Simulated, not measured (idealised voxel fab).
The following process module bears the name voxel self aligned contacts.
FYI the section here is cut, 280 nm wide, cells are 5 nm squares.
Bands, listed from the top down, are how a cross-section gets written in this document; the cross-section itself is a grid of square cells, and a band is one or more rows of them.
First you get the band's top height and its bottom height, in nm, and then the materials it's made of, left to right, with each width in nm. If you see a single material with "everywhere", that one covers the band edge to edge. "air" is empty space.
Convention: height 0 is the level below which the wafer, as received, is all one material. The lowest band does not terminate at the bottom but continues downward, represented as "0 down".
With a width like "30 to 40", each row of cells in the band differs from the next by the same amount, the top row carrying the first number and the bottom row the second.
Any step labelled "no change occurred" changed none of the cells in the cross-section.
"Closed void listing" lists enclosed empty spaces (at least 8 cells, no open path upward to the top), each as width x height at distance from the left edge, in nm.
Step line, after settings: the simulator's comment on this step.
overlay nm: mask offset rightward from planned place, masked step; negative means leftward offset.
Heads up before you read on: it's before/after pairs around one process step each, after side only down to the lowest band that changed, step plus settings under the pair. Pairs can be from different runs of this module, same starting wafer, so only chain a pair onto the one above if its "Ex-ante state" entry says so.
Ex-ante state:
    0 down | Si everywhere
    Closed void listing: none
Post-Step Appearance:
    5 to 0 | SiO2 everywhere
    Below 0 it's all the same as before, nothing changed down there.
    Closed void listing: none
Operation between the pre and post cross-sections above: CONFORMAL_DEP with material SiO2, thk nm 5
Ex-ante state: cross-section not repeated; it is the one shown after the step in the pair just above.
Post-Step Appearance:
    35 to 5 | polySi everywhere
    Below 5 it's all the same as before, nothing changed down there.
    Closed void listing: none
Operation between the pre and post cross-sections above: DIRECTIONAL_DEP with material polySi, thk nm 30
Ex-ante state: cross-section not repeated; it is the one shown after the step in the pair just above.
Post-Step Appearance:
    50 to 35 | SiN everywhere
    Below 35 it's all the same as before, nothing changed down there.
    Closed void listing: none
Operation between the pre and post cross-sections above: DIRECTIONAL_DEP with material SiN, thk nm 15
Ex-ante state: cross-section not repeated; it is the one shown after the step in the pair just above.
Post-Step Appearance:
    60 to 50 | aC everywhere
    Below 50 it's all the same as before, nothing changed down there.
    Closed void listing: none
Operation between the pre and post cross-sections above: DIRECTIONAL_DEP with material aC, thk nm 10
Ex-ante state: cross-section not repeated; it is the one shown after the step in the pair just above.
Post-Step Appearance:
    85 to 60 | air (95), then resist (30), then air (30), then resist (30), then air (95)
    Below 60 it's all the same as before, nothing changed down there.
    Closed void listing: none
Operation between the pre and post cross-sections above: PATTERN with tone cover, mask id GATE, material resist, width nm 30, pitch nm 60, thk nm 25, overlay nm 0
Ex-ante state: cross-section not repeated; it is the one shown after the step in the pair just above.
Post-Step Appearance:
    75 to 60 | air (95), then resist (30), then air (30), then resist (30), then air (95)
    60 to 50 | air (95), then aC (30), then air (30), then aC (30), then air (95)
    Below 50 it's all the same as before, nothing changed down there.
    Closed void listing: none
Operation between the pre and post cross-sections above: DIRECTIONAL_ETCH with etch materials aC, depth nm 10
Ex-ante state: cross-section not repeated; it is the one shown after the step in the pair just above.
Post-Step Appearance:
    60 to 50 | air (95), then aC (30), then air (30), then aC (30), then air (95)
    Below 50 it's all the same as before, nothing changed down there.
    Closed void listing: none
Operation between the pre and post cross-sections above: STRIP with etch materials resist
Ex-ante state: cross-section not repeated; it is the one shown after the step in the pair just above.
Post-Step Appearance:
    60 to 50 | air (95), then aC (30), then air (30), then aC (30), then air (95)
    50 to 35 | air (95), then SiN (30), then air (30), then SiN (30), then air (95)
    Below 35 it's all the same as before, nothing changed down there.
    Closed void listing: none
Operation between the pre and post cross-sections above: DIRECTIONAL_ETCH with etch materials SiN, depth nm 15
Ex-ante state: cross-section not repeated; it is the one shown after the step in the pair just above.
Post-Step Appearance:
    60 to 50 | air (95), then aC (30), then air (30), then aC (30), then air (95)
    50 to 35 | air (95), then SiN (30), then air (30), then SiN (30), then air (95)
    35 to 5 | air (95), then polySi (30), then air (30), then polySi (30), then air (95)
    Below 5 it's all the same as before, nothing changed down there.
    Closed void listing: none
Operation between the pre and post cross-sections above: DIRECTIONAL_ETCH with etch materials polySi, depth nm 30
Ex-ante state: cross-section not repeated; it is the one shown after the step in the pair just above.
Post-Step Appearance:
    50 to 35 | air (95), then SiN (30), then air (30), then SiN (30), then air (95)
    Below 35 it's all the same as before, nothing changed down there.
    Closed void listing: none
Operation between the pre and post cross-sections above: STRIP with etch materials aC
Ex-ante state: cross-section not repeated; it is the one shown after the step in the pair just above.
Post-Step Appearance:
    55 to 35 | air (90), then SiN (40), then air (20), then SiN (40), then air (90)
    35 to 10 | air (90), then SiN (5), then polySi (30), then SiN (5), then air (20), then SiN (5), then polySi (30), then SiN (5), then air (90)
    10 to 5 | SiN (95), then polySi (30), then SiN (30), then polySi (30), then SiN (95)
    Below 5 it's all the same as before, nothing changed down there.
    Closed void listing: none
Operation between the pre and post cross-sections above: CONFORMAL_DEP with material SiN, thk nm 5
Ex-ante state: cross-section not repeated; it is the one shown after the step in the pair just above.
Post-Step Appearance:
    50 to 35 | air (90), then SiN (40), then air (20), then SiN (40), then air (90)
    35 to 5 | air (90), then SiN (5), then polySi (30), then SiN (5), then air (20), then SiN (5), then polySi (30), then SiN (5), then air (90)
    Below 5 it's all the same as before, nothing changed down there.
    Closed void listing: none
Operation between the pre and post cross-sections above: DIRECTIONAL_ETCH with etch materials SiN, depth nm 5
Ex-ante state: cross-section not repeated; it is the one shown after the step in the pair just above.
Post-Step Appearance:
    65 to 50 | SiO2 everywhere
    50 to 35 | SiO2 (90), then SiN (40), then SiO2 (20), then SiN (40), then SiO2 (90)
    35 to 5 | SiO2 (90), then SiN (5), then polySi (30), then SiN (5), then SiO2 (20), then SiN (5), then polySi (30), then SiN (5), then SiO2 (90)
    Below 5 it's all the same as before, nothing changed down there.
    Closed void listing: none
Operation between the pre and post cross-sections above: FILL_DEP with material SiO2, thk nm 15
Ex-ante state: cross-section not repeated; it is the one shown after the step in the pair just above.
Post-Step Appearance:
    60 to 50 | SiO2 everywhere
    Below 50 it's all the same as before, nothing changed down there.
    Closed void listing: none
Operation between the pre and post cross-sections above: CMP with height nm 60
Ex-ante state: cross-section not repeated; it is the one shown after the step in the pair just above.
Post-Step Appearance:
    60 to 50 | SiO2 (120), then air (40), then SiO2 (120)
    50 to 35 | SiO2 (90), then SiN (40), then air (20), then SiN (40), then SiO2 (90)
    35 to 5 | SiO2 (90), then SiN (5), then polySi (30), then SiN (5), then air (20), then SiN (5), then polySi (30), then SiN (5), then SiO2 (90)
    5 to 0 | SiO2 (130), then air (20), then SiO2 (130)
    Below 0 it's all the same as before, nothing changed down there.
    Closed void listing: none
Operation between the pre and post cross-sections above: MASKED_ETCH with tone open, mask id CONTACT, width nm 40, etch materials SiO2, depth nm 60, overlay nm 0
Ex-ante state: cross-section not repeated; it is the one shown after the step in the pair just above.
Post-Step Appearance:
    65 to 60 | TiN (125), then air (30), then TiN (125)
    60 to 50 | SiO2 (120), then TiN (5 to 15), then air (30 to 10), then TiN (5 to 15), then SiO2 (120)
    50 to 35 | SiO2 (90), then SiN (40), then TiN (5), then air (10), then TiN (5), then SiN (40), then SiO2 (90)
    35 to 5 | SiO2 (90), then SiN (5), then polySi (30), then SiN (5), then TiN (5), then air (10), then TiN (5), then SiN (5), then polySi (30), then SiN (5), then SiO2 (90)
    5 to 0 | SiO2 (130), then TiN (20), then SiO2 (130)
    Below 0 it's all the same as before, nothing changed down there.
    Closed void listing: none
Operation between the pre and post cross-sections above: CONFORMAL_DEP with material TiN, thk nm 5
Ex-ante state: cross-section not repeated; it is the one shown after the step in the pair just above.
Post-Step Appearance:
    75 to 65 | W everywhere
    65 to 60 | TiN (125), then W (30), then TiN (125)
    60 to 50 | SiO2 (120), then TiN (5 to 15), then W (30 to 10), then TiN (5 to 15), then SiO2 (120)
    50 to 35 | SiO2 (90), then SiN (40), then TiN (5), then W (10), then TiN (5), then SiN (40), then SiO2 (90)
    35 to 5 | SiO2 (90), then SiN (5), then polySi (30), then SiN (5), then TiN (5), then W (10), then TiN (5), then SiN (5), then polySi (30), then SiN (5), then SiO2 (90)
    Below 5 it's all the same as before, nothing changed down there.
    Closed void listing: none
Operation between the pre and post cross-sections above: FILL_DEP with material W, thk nm 10
Ex-ante state: cross-section not repeated; it is the one shown after the step in the pair just above.
Post-Step Appearance:
    60 to 50 | SiO2 (120), then TiN (5 to 15), then W (30 to 10), then TiN (5 to 15), then SiO2 (120)
    Below 50 it's all the same as before, nothing changed down there.
    Closed void listing: none
Operation between the pre and post cross-sections above: CMP with height nm 60
Ex-ante state: cross-section not repeated; it is the one shown after the step in the pair just above.
Post-Step Appearance:
    65 to 60 | SiCN everywhere
    Below 60 it's all the same as before, nothing changed down there.
    Closed void listing: none
Operation between the pre and post cross-sections above: CONFORMAL_DEP with material SiCN, thk nm 5
Ex-ante state:
    75 to 65 | W everywhere
    65 to 60 | TiN (125), then W (30), then TiN (125)
    60 to 50 | SiO2 (120), then TiN (5 to 15), then W (30 to 10), then TiN (5 to 15), then SiO2 (120)
    50 to 35 | SiO2 (90), then SiN (40), then TiN (5), then W (10), then TiN (5), then SiN (40), then SiO2 (90)
    35 to 5 | SiO2 (90), then SiN (5), then polySi (30), then SiN (5), then TiN (5), then W (10), then TiN (5), then SiN (5), then polySi (30), then SiN (5), then SiO2 (90)
    5 to 0 | SiO2 (130), then TiN (20), then SiO2 (130)
    0 down | Si everywhere
    Closed void listing: none
Post-Step Appearance:
    80 to 75 | SiCN everywhere
    Below 75 it's all the same as before, nothing changed down there.
    Closed void listing: none
Operation between the pre and post cross-sections above: CONFORMAL_DEP with material SiCN, thk nm 5
Ex-ante state:
    50 to 35 | SiN everywhere
    35 to 5 | polySi everywhere
    5 to 0 | SiO2 everywhere
    0 down | Si everywhere
    Closed void listing: none
Post-Step Appearance:
    65 to 35 | SiN everywhere
    Below 35 it's all the same as before, nothing changed down there.
    Closed void listing: none
Operation between the pre and post cross-sections above: DIRECTIONAL_DEP with material SiN, thk nm 15
Ex-ante state: cross-section not repeated; it is the one shown after the step in the pair just above.
Post-Step Appearance:
    75 to 65 | aC everywhere
    Below 65 it's all the same as before, nothing changed down there.
    Closed void listing: none
Operation between the pre and post cross-sections above: DIRECTIONAL_DEP with material aC, thk nm 10
Ex-ante state: cross-section not repeated; it is the one shown after the step in the pair just above.
Post-Step Appearance:
    100 to 75 | air (95), then resist (30), then air (30), then resist (30), then air (95)
    Below 75 it's all the same as before, nothing changed down there.
    Closed void listing: none
Operation between the pre and post cross-sections above: PATTERN with tone cover, mask id GATE, material resist, width nm 30, pitch nm 60, thk nm 25, overlay nm 0
Ex-ante state: cross-section not repeated; it is the one shown after the step in the pair just above.
Post-Step Appearance:
    90 to 75 | air (95), then resist (30), then air (30), then resist (30), then air (95)
    75 to 65 | air (95), then aC (30), then air (30), then aC (30), then air (95)
    Below 65 it's all the same as before, nothing changed down there.
    Closed void listing: none
Operation between the pre and post cross-sections above: DIRECTIONAL_ETCH with etch materials aC, depth nm 10
Ex-ante state: cross-section not repeated; it is the one shown after the step in the pair just above.
Post-Step Appearance:
    75 to 65 | air (95), then aC (30), then air (30), then aC (30), then air (95)
    Below 65 it's all the same as before, nothing changed down there.
    Closed void listing: none
Operation between the pre and post cross-sections above: STRIP with etch materials resist
Ex-ante state: cross-section not repeated; it is the one shown after the step in the pair just above.
Post-Step Appearance:
    75 to 65 | air (95), then aC (30), then air (30), then aC (30), then air (95)
    65 to 50 | air (95), then SiN (30), then air (30), then SiN (30), then air (95)
    Below 50 it's all the same as before, nothing changed down there.
    Closed void listing: none
Operation between the pre and post cross-sections above: DIRECTIONAL_ETCH with etch materials SiN, depth nm 15
Ex-ante state: cross-section not repeated; it is the one shown after the step in the pair just above.
Post-Step Appearance:
    65 to 50 | air (95), then SiN (30), then air (30), then SiN (30), then air (95)
    Below 50 it's all the same as before, nothing changed down there.
    Closed void listing: none
Operation between the pre and post cross-sections above: STRIP with etch materials aC
Ex-ante state: cross-section not repeated; it is the one shown after the step in the pair just above.
Post-Step Appearance:
    70 to 55 | air (90), then SiN (40), then air (20), then SiN (40), then air (90)
    55 to 35 | SiN everywhere
    Below 35 it's all the same as before, nothing changed down there.
    Closed void listing: none
Operation between the pre and post cross-sections above: CONFORMAL_DEP with material SiN, thk nm 5
Ex-ante state: cross-section not repeated; it is the one shown after the step in the pair just above.
Post-Step Appearance:
    65 to 50 | air (90), then SiN (40), then air (20), then SiN (40), then air (90)
    Below 50 it's all the same as before, nothing changed down there.
    Closed void listing: none
Operation between the pre and post cross-sections above: DIRECTIONAL_ETCH with etch materials SiN, depth nm 5
Ex-ante state: cross-section not repeated; it is the one shown after the step in the pair just above.
Post-Step Appearance:
    80 to 65 | SiO2 everywhere
    65 to 50 | SiO2 (90), then SiN (40), then SiO2 (20), then SiN (40), then SiO2 (90)
    Below 50 it's all the same as before, nothing changed down there.
    Closed void listing: none
Operation between the pre and post cross-sections above: FILL_DEP with material SiO2, thk nm 15
Ex-ante state: cross-section not repeated; it is the one shown after the step in the pair just above.
Post-Step Appearance:
    60 to 50 | SiO2 (90), then SiN (40), then SiO2 (20), then SiN (40), then SiO2 (90)
    Below 50 it's all the same as before, nothing changed down there.
    Closed void listing: none
Operation between the pre and post cross-sections above: CMP with height nm 60
Ex-ante state: cross-section not repeated; it is the one shown after the step in the pair just above.
Post-Step Appearance:
    60 to 50 | SiO2 (90), then SiN (40), then air (20), then SiN (40), then SiO2 (90)
    Below 50 it's all the same as before, nothing changed down there.
    Closed void listing: none
Operation between the pre and post cross-sections above: MASKED_ETCH with tone open, mask id CONTACT, width nm 40, etch materials SiO2, depth nm 60, overlay nm 0
Ex-ante state: cross-section not repeated; it is the one shown after the step in the pair just above.
Post-Step Appearance:
    65 to 60 | TiN (135), then air (10), then TiN (135)
    60 to 55 | SiO2 (90), then SiN (40), then TiN (5), then air (10), then TiN (5), then SiN (40), then SiO2 (90)
    55 to 50 | SiO2 (90), then SiN (40), then TiN (20), then SiN (40), then SiO2 (90)
    Below 50 it's all the same as before, nothing changed down there.
    Closed void listing: none
Operation between the pre and post cross-sections above: CONFORMAL_DEP with material TiN, thk nm 5
Ex-ante state: cross-section not repeated; it is the one shown after the step in the pair just above.
Post-Step Appearance:
    75 to 65 | W everywhere
    65 to 60 | TiN (135), then W (10), then TiN (135)
    60 to 55 | SiO2 (90), then SiN (40), then TiN (5), then W (10), then TiN (5), then SiN (40), then SiO2 (90)
    Below 55 it's all the same as before, nothing changed down there.
    Closed void listing: none
Operation between the pre and post cross-sections above: FILL_DEP with material W, thk nm 10
Ex-ante state: cross-section not repeated; it is the one shown after the step in the pair just above.
Post-Step Appearance:
    60 to 55 | SiO2 (90), then SiN (40), then TiN (5), then W (10), then TiN (5), then SiN (40), then SiO2 (90)
    Below 55 it's all the same as before, nothing changed down there.
    Closed void listing: none
Operation between the pre and post cross-sections above: CMP with height nm 60
Ex-ante state: cross-section not repeated; it is the one shown after the step in the pair just above.
Post-Step Appearance:
    65 to 60 | SiCN everywhere
    Below 60 it's all the same as before, nothing changed down there.
    Closed void listing: none
Operation between the pre and post cross-sections above: CONFORMAL_DEP with material SiCN, thk nm 5
Ex-ante state:
    5 to 0 | SiO2 everywhere
    0 down | Si everywhere
    Closed void listing: none
Post-Step Appearance:
    20 to 5 | SiN everywhere
    Below 5 it's all the same as before, nothing changed down there.
    Closed void listing: none
Operation between the pre and post cross-sections above: DIRECTIONAL_DEP with material SiN, thk nm 15
Ex-ante state: cross-section not repeated; it is the one shown after the step in the pair just above.
Post-Step Appearance:
    50 to 20 | polySi everywhere
    Below 20 it's all the same as before, nothing changed down there.
    Closed void listing: none
Operation between the pre and post cross-sections above: DIRECTIONAL_DEP with material polySi, thk nm 30
Ex-ante state: cross-section not repeated; it is the one shown after the step in the pair just above.
Post-Step Appearance:
    60 to 50 | aC everywhere
    Below 50 it's all the same as before, nothing changed down there.
    Closed void listing: none
Operation between the pre and post cross-sections above: DIRECTIONAL_DEP with material aC, thk nm 10
Ex-ante state: cross-section not repeated; it is the one shown after the step in the pair just above.
Post-Step Appearance:
    85 to 60 | air (95), then resist (30), then air (30), then resist (30), then air (95)
    Below 60 it's all the same as before, nothing changed down there.
    Closed void listing: none
Operation between the pre and post cross-sections above: PATTERN with tone cover, mask id GATE, material resist, width nm 30, pitch nm 60, thk nm 25, overlay nm 0
Ex-ante state: cross-section not repeated; it is the one shown after the step in the pair just above.
Post-Step Appearance:
    75 to 60 | air (95), then resist (30), then air (30), then resist (30), then air (95)
    60 to 50 | air (95), then aC (30), then air (30), then aC (30), then air (95)
    Below 50 it's all the same as before, nothing changed down there.
    Closed void listing: none
Operation between the pre and post cross-sections above: DIRECTIONAL_ETCH with etch materials aC, depth nm 10
Ex-ante state: cross-section not repeated; it is the one shown after the step in the pair just above.
Post-Step Appearance:
    60 to 50 | air (95), then aC (30), then air (30), then aC (30), then air (95)
    Below 50 it's all the same as before, nothing changed down there.
    Closed void listing: none
Operation between the pre and post cross-sections above: STRIP with etch materials resist
Ex-ante state: cross-section not repeated; it is the one shown after the step in the pair just above.
Post-Step Appearance:
    60 to 50 | air (95), then aC (30), then air (30), then aC (30), then air (95)
    50 to 20 | air (95), then polySi (30), then air (30), then polySi (30), then air (95)
    Below 20 it's all the same as before, nothing changed down there.
    Closed void listing: none
Operation between the pre and post cross-sections above: DIRECTIONAL_ETCH with etch materials polySi, depth nm 30
Ex-ante state: cross-section not repeated; it is the one shown after the step in the pair just above.
Post-Step Appearance:
    50 to 20 | air (95), then polySi (30), then air (30), then polySi (30), then air (95)
    Below 20 it's all the same as before, nothing changed down there.
    Closed void listing: none
Operation between the pre and post cross-sections above: STRIP with etch materials aC
Ex-ante state: cross-section not repeated; it is the one shown after the step in the pair just above.
Post-Step Appearance:
    55 to 50 | air (90), then SiN (40), then air (20), then SiN (40), then air (90)
    50 to 25 | air (90), then SiN (5), then polySi (30), then SiN (5), then air (20), then SiN (5), then polySi (30), then SiN (5), then air (90)
    25 to 20 | SiN (95), then polySi (30), then SiN (30), then polySi (30), then SiN (95)
    Below 20 it's all the same as before, nothing changed down there.
    Closed void listing: none
Operation between the pre and post cross-sections above: CONFORMAL_DEP with material SiN, thk nm 5
Ex-ante state: cross-section not repeated; it is the one shown after the step in the pair just above.
Post-Step Appearance:
    50 to 20 | air (90), then SiN (5), then polySi (30), then SiN (5), then air (20), then SiN (5), then polySi (30), then SiN (5), then air (90)
    Below 20 it's all the same as before, nothing changed down there.
    Closed void listing: none
Operation between the pre and post cross-sections above: DIRECTIONAL_ETCH with etch materials SiN, depth nm 5
Ex-ante state: cross-section not repeated; it is the one shown after the step in the pair just above.
Post-Step Appearance:
    65 to 50 | SiO2 everywhere
    50 to 20 | SiO2 (90), then SiN (5), then polySi (30), then SiN (5), then SiO2 (20), then SiN (5), then polySi (30), then SiN (5), then SiO2 (90)
    Below 20 it's all the same as before, nothing changed down there.
    Closed void listing: none
Operation between the pre and post cross-sections above: FILL_DEP with material SiO2, thk nm 15
Ex-ante state: cross-section not repeated; it is the one shown after the step in the pair just above.
Post-Step Appearance:
    60 to 50 | SiO2 everywhere
    Below 50 it's all the same as before, nothing changed down there.
    Closed void listing: none
Operation between the pre and post cross-sections above: CMP with height nm 60
Ex-ante state: cross-section not repeated; it is the one shown after the step in the pair just above.
Post-Step Appearance:
    60 to 50 | SiO2 (120), then air (40), then SiO2 (120)
    50 to 20 | SiO2 (90), then SiN (5), then polySi (30), then SiN (5), then air (20), then SiN (5), then polySi (30), then SiN (5), then SiO2 (90)
    Below 20 it's all the same as before, nothing changed down there.
    Closed void listing: none
Operation between the pre and post cross-sections above: MASKED_ETCH with tone open, mask id CONTACT, width nm 40, etch materials SiO2, depth nm 60, overlay nm 0
Ex-ante state: cross-section not repeated; it is the one shown after the step in the pair just above.
Post-Step Appearance:
    65 to 60 | TiN (125), then air (30), then TiN (125)
    60 to 50 | SiO2 (120), then TiN (5 to 15), then air (30 to 10), then TiN (5 to 15), then SiO2 (120)
    50 to 25 | SiO2 (90), then SiN (5), then polySi (30), then SiN (5), then TiN (5), then air (10), then TiN (5), then SiN (5), then polySi (30), then SiN (5), then SiO2 (90)
    25 to 20 | SiO2 (90), then SiN (5), then polySi (30), then SiN (5), then TiN (20), then SiN (5), then polySi (30), then SiN (5), then SiO2 (90)
    Below 20 it's all the same as before, nothing changed down there.
    Closed void listing: none
Operation between the pre and post cross-sections above: CONFORMAL_DEP with material TiN, thk nm 5
Ex-ante state: cross-section not repeated; it is the one shown after the step in the pair just above.
Post-Step Appearance:
    75 to 65 | W everywhere
    65 to 60 | TiN (125), then W (30), then TiN (125)
    60 to 50 | SiO2 (120), then TiN (5 to 15), then W (30 to 10), then TiN (5 to 15), then SiO2 (120)
    50 to 25 | SiO2 (90), then SiN (5), then polySi (30), then SiN (5), then TiN (5), then W (10), then TiN (5), then SiN (5), then polySi (30), then SiN (5), then SiO2 (90)
    Below 25 it's all the same as before, nothing changed down there.
    Closed void listing: none
Operation between the pre and post cross-sections above: FILL_DEP with material W, thk nm 10
Ex-ante state: cross-section not repeated; it is the one shown after the step in the pair just above.
Post-Step Appearance:
    60 to 50 | SiO2 (120), then TiN (5 to 15), then W (30 to 10), then TiN (5 to 15), then SiO2 (120)
    Below 50 it's all the same as before, nothing changed down there.
    Closed void listing: none
Operation between the pre and post cross-sections above: CMP with height nm 60
Ex-ante state: cross-section not repeated; it is the one shown after the step in the pair just above.
Post-Step Appearance:
    65 to 60 | SiCN everywhere
    Below 60 it's all the same as before, nothing changed down there.
    Closed void listing: none
Operation between the pre and post cross-sections above: CONFORMAL_DEP with material SiCN, thk nm 5
Ex-ante state:
    75 to 65 | W everywhere
    65 to 60 | TiN (125), then W (30), then TiN (125)
    60 to 50 | SiO2 (120), then TiN (5 to 15), then W (30 to 10), then TiN (5 to 15), then SiO2 (120)
    50 to 35 | SiO2 (90), then SiN (40), then TiN (5), then W (10), then TiN (5), then SiN (40), then SiO2 (90)
    35 to 5 | SiO2 (90), then SiN (5), then polySi (30), then SiN (5), then TiN (5), then W (10), then TiN (5), then SiN (5), then polySi (30), then SiN (5), then SiO2 (90)
    5 to 0 | SiO2 (130), then TiN (20), then SiO2 (130)
    0 down | Si everywhere
    Closed void listing: none
Post-Step Appearance:
    70 to 65 | W everywhere
    Below 65 it's all the same as before, nothing changed down there.
    Closed void listing: none
Operation between the pre and post cross-sections above: CMP with height nm 70
Ex-ante state: cross-section not repeated; it is the one shown after the step in the pair just above.
Post-Step Appearance:
    75 to 70 | SiCN everywhere
    Below 70 it's all the same as before, nothing changed down there.
    Closed void listing: none
Operation between the pre and post cross-sections above: CONFORMAL_DEP with material SiCN, thk nm 5
Ex-ante state:
    60 to 50 | aC everywhere
    50 to 35 | SiN everywhere
    35 to 5 | polySi everywhere
    5 to 0 | SiO2 everywhere
    0 down | Si everywhere
    Closed void listing: none
Post-Step Appearance:
    85 to 60 | air (90), then resist (40), then air (20), then resist (40), then air (90)
    Below 60 it's all the same as before, nothing changed down there.
    Closed void listing: none
Operation between the pre and post cross-sections above: PATTERN with tone cover, mask id GATE, material resist, width nm 40, pitch nm 60, thk nm 25, overlay nm 0
Ex-ante state: cross-section not repeated; it is the one shown after the step in the pair just above.
Post-Step Appearance:
    75 to 60 | air (90), then resist (40), then air (20), then resist (40), then air (90)
    60 to 50 | air (90), then aC (40), then air (20), then aC (40), then air (90)
    Below 50 it's all the same as before, nothing changed down there.
    Closed void listing: none
Operation between the pre and post cross-sections above: DIRECTIONAL_ETCH with etch materials aC, depth nm 10
Ex-ante state: cross-section not repeated; it is the one shown after the step in the pair just above.
Post-Step Appearance:
    60 to 50 | air (90), then aC (40), then air (20), then aC (40), then air (90)
    Below 50 it's all the same as before, nothing changed down there.
    Closed void listing: none
Operation between the pre and post cross-sections above: STRIP with etch materials resist
Ex-ante state: cross-section not repeated; it is the one shown after the step in the pair just above.
Post-Step Appearance:
    60 to 50 | air (90), then aC (40), then air (20), then aC (40), then air (90)
    50 to 35 | air (90), then SiN (40), then air (20), then SiN (40), then air (90)
    Below 35 it's all the same as before, nothing changed down there.
    Closed void listing: none
Operation between the pre and post cross-sections above: DIRECTIONAL_ETCH with etch materials SiN, depth nm 15
Ex-ante state: cross-section not repeated; it is the one shown after the step in the pair just above.
Post-Step Appearance:
    60 to 50 | air (90), then aC (40), then air (20), then aC (40), then air (90)
    50 to 35 | air (90), then SiN (40), then air (20), then SiN (40), then air (90)
    35 to 5 | air (90), then polySi (40), then air (20), then polySi (40), then air (90)
    Below 5 it's all the same as before, nothing changed down there.
    Closed void listing: none
Operation between the pre and post cross-sections above: DIRECTIONAL_ETCH with etch materials polySi, depth nm 30
Ex-ante state: cross-section not repeated; it is the one shown after the step in the pair just above.
Post-Step Appearance:
    50 to 35 | air (90), then SiN (40), then air (20), then SiN (40), then air (90)
    Below 35 it's all the same as before, nothing changed down there.
    Closed void listing: none
Operation between the pre and post cross-sections above: STRIP with etch materials aC
Ex-ante state: cross-section not repeated; it is the one shown after the step in the pair just above.
Post-Step Appearance:
    55 to 35 | air (85), then SiN (50), then air (10), then SiN (50), then air (85)
    35 to 10 | air (85), then SiN (5), then polySi (40), then SiN (5), then air (10), then SiN (5), then polySi (40), then SiN (5), then air (85)
    10 to 5 | SiN (90), then polySi (40), then SiN (20), then polySi (40), then SiN (90)
    Below 5 it's all the same as before, nothing changed down there.
    Closed void listing: none
Operation between the pre and post cross-sections above: CONFORMAL_DEP with material SiN, thk nm 5
Ex-ante state: cross-section not repeated; it is the one shown after the step in the pair just above.
Post-Step Appearance:
    50 to 35 | air (85), then SiN (50), then air (10), then SiN (50), then air (85)
    35 to 5 | air (85), then SiN (5), then polySi (40), then SiN (5), then air (10), then SiN (5), then polySi (40), then SiN (5), then air (85)
    Below 5 it's all the same as before, nothing changed down there.
    Closed void listing: none
Operation between the pre and post cross-sections above: DIRECTIONAL_ETCH with etch materials SiN, depth nm 5
Ex-ante state: cross-section not repeated; it is the one shown after the step in the pair just above.
Post-Step Appearance:
    65 to 50 | SiO2 everywhere
    50 to 35 | SiO2 (85), then SiN (50), then SiO2 (10), then SiN (50), then SiO2 (85)
    35 to 5 | SiO2 (85), then SiN (5), then polySi (40), then SiN (5), then SiO2 (10), then SiN (5), then polySi (40), then SiN (5), then SiO2 (85)
    Below 5 it's all the same as before, nothing changed down there.
    Closed void listing: none
Operation between the pre and post cross-sections above: FILL_DEP with material SiO2, thk nm 15
Ex-ante state: cross-section not repeated; it is the one shown after the step in the pair just above.
Post-Step Appearance:
    60 to 50 | SiO2 everywhere
    Below 50 it's all the same as before, nothing changed down there.
    Closed void listing: none
Operation between the pre and post cross-sections above: CMP with height nm 60
Ex-ante state: cross-section not repeated; it is the one shown after the step in the pair just above.
Post-Step Appearance:
    60 to 50 | SiO2 (120), then air (40), then SiO2 (120)
    50 to 35 | SiO2 (85), then SiN (50), then air (10), then SiN (50), then SiO2 (85)
    35 to 5 | SiO2 (85), then SiN (5), then polySi (40), then SiN (5), then air (10), then SiN (5), then polySi (40), then SiN (5), then SiO2 (85)
    5 to 0 | SiO2 (135), then air (10), then SiO2 (135)
    Below 0 it's all the same as before, nothing changed down there.
    Closed void listing: none
Operation between the pre and post cross-sections above: MASKED_ETCH with tone open, mask id CONTACT, width nm 40, etch materials SiO2, depth nm 60, overlay nm 0
Ex-ante state: cross-section not repeated; it is the one shown after the step in the pair just above.
Post-Step Appearance:
    65 to 60 | TiN (125), then air (30), then TiN (125)
    60 to 55 | SiO2 (120), then TiN (5), then air (30), then TiN (5), then SiO2 (120)
    55 to 50 | SiO2 (120), then TiN (40), then SiO2 (120)
    50 to 35 | SiO2 (85), then SiN (50), then TiN (10), then SiN (50), then SiO2 (85)
    35 to 5 | SiO2 (85), then SiN (5), then polySi (40), then SiN (5), then TiN (10), then SiN (5), then polySi (40), then SiN (5), then SiO2 (85)
    5 to 0 | SiO2 (135), then TiN (10), then SiO2 (135)
    Below 0 it's all the same as before, nothing changed down there.
    Closed void listing: none
Operation between the pre and post cross-sections above: CONFORMAL_DEP with material TiN, thk nm 5
Ex-ante state: cross-section not repeated; it is the one shown after the step in the pair just above.
Post-Step Appearance:
    75 to 65 | W everywhere
    65 to 60 | TiN (125), then W (30), then TiN (125)
    60 to 55 | SiO2 (120), then TiN (5), then W (30), then TiN (5), then SiO2 (120)
    Below 55 it's all the same as before, nothing changed down there.
    Closed void listing: none
Operation between the pre and post cross-sections above: FILL_DEP with material W, thk nm 10
Ex-ante state: cross-section not repeated; it is the one shown after the step in the pair just above.
Post-Step Appearance:
    60 to 55 | SiO2 (120), then TiN (5), then W (30), then TiN (5), then SiO2 (120)
    Below 55 it's all the same as before, nothing changed down there.
    Closed void listing: none
Operation between the pre and post cross-sections above: CMP with height nm 60
Ex-ante state: cross-section not repeated; it is the one shown after the step in the pair just above.
Post-Step Appearance:
    65 to 60 | SiCN everywhere
    Below 60 it's all the same as before, nothing changed down there.
    Closed void listing: none
Operation between the pre and post cross-sections above: CONFORMAL_DEP with material SiCN, thk nm 5
Ex-ante state:
    60 to 50 | SiO2 everywhere
    50 to 35 | SiO2 (90), then SiN (40), then SiO2 (20), then SiN (40), then SiO2 (90)
    35 to 5 | SiO2 (90), then SiN (5), then polySi (30), then SiN (5), then SiO2 (20), then SiN (5), then polySi (30), then SiN (5), then SiO2 (90)
    5 to 0 | SiO2 everywhere
    0 down | Si everywhere
    Closed void listing: none
Post-Step Appearance:
    60 to 50 | SiO2 (125), then air (40), then SiO2 (115)
    50 to 35 | SiO2 (90), then SiN (40), then air (20), then SiN (40), then SiO2 (90)
    35 to 5 | SiO2 (90), then SiN (5), then polySi (30), then SiN (5), then air (20), then SiN (5), then polySi (30), then SiN (5), then SiO2 (90)
    5 to 0 | SiO2 (130), then air (20), then SiO2 (130)
    Below 0 it's all the same as before, nothing changed down there.
    Closed void listing: none
Operation between the pre and post cross-sections above: MASKED_ETCH with tone open, mask id CONTACT, width nm 40, etch materials SiO2, depth nm 60, overlay nm 5
